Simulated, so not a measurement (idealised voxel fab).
This is a process module. Its name is voxel released beams.
We display cut, a cross-section 225 nm in width whose square cells are each 5 nm.
Cross-section spec: square-cell grid; bands listed top down; each band is one or more rows. In this notation a band is specified by the heights of its top and bottom, in that order and in nm, after which its materials appear from left to right, each paired with its width in nm. The word "edge to edge" attached to a single material means that material fills the band from edge to edge; the word "blank" stands for empty space. It should be noted that heights are counted from 0, beneath which the wafer as supplied is of one material throughout, and that the lowest band possesses no lower boundary but continues downward, as written in "top 0, no bottom". Width: "30..40" (first number = top row, second number = bottom row, same change from row to row of cells). A step reported as "nothing was modified" is a step in which no cell of the cross-section changed. For the entry "Unvented voids", the listed items are empty spaces with no open way to the top whose size is 8 cells or more; each item follows the pattern width x height at distance, where distance is from the left edge and all three are in nm. It should be noted that, on the line of a given step, the content following the step's settings is a remark produced by the simulator itself with respect to that step. You can add "overlay nm" to a step's line. For a step with a mask, it describes how far the mask lay to the right of its planned position, and a negative number describes a lay to the left.

## So here's the lineup of process steps we planned
1: RECEIVE with material Si
2: CONFORMAL_DEP with material Al2O3, thk nm 10
3: DIRECTIONAL_DEP with material SiO2, thk nm 15
4: MASKED_ETCH with tone open, mask id ANCHOR, width nm 45, etch materials SiO2, depth nm 15, overlay nm 0
5: CONFORMAL_DEP with material polySi, thk nm 15
6: MASKED_ETCH with tone cover, mask id BEAM, width nm 100, etch materials polySi, depth nm 15, overlay nm 0
7: STRIP with etch materials SiO2

## Wafer as received: cross-section following step 1
- top 0, no bottom: Si edge to edge
- Unvented voids: none

## End-of-module cross-section of the first of two wafers, processed as planned
- top 40, bottom 25: 60 blank / 20 polySi / 15 blank / 65 polySi / 65 blank
- top 25, bottom 10: 65 blank / 45 polySi / 115 blank
- top 10, bottom 0: Al2O3 edge to edge
- top 0, no bottom: Si edge to edge
- Unvented voids: none

## Second wafer cross-section at end of module - shared start and plan with the first, one mistake in the run
- top 40, bottom 25: 70 blank / 10 polySi / 15 blank / 75 polySi / 55 blank
- top 25, bottom 10: 65 blank / 45 polySi / 115 blank
- top 10, bottom 0: Al2O3 edge to edge
- top 0, no bottom: Si edge to edge
- Unvented voids: none
Deviation from plan: step 6 did not happen as planned, as run it was MASKED_ETCH with tone cover, mask id BEAM, width nm 100, etch materials polySi, depth nm 15, overlay nm 10
The two final wafers agree on how many cells each material fills and disagree on which cells those are.
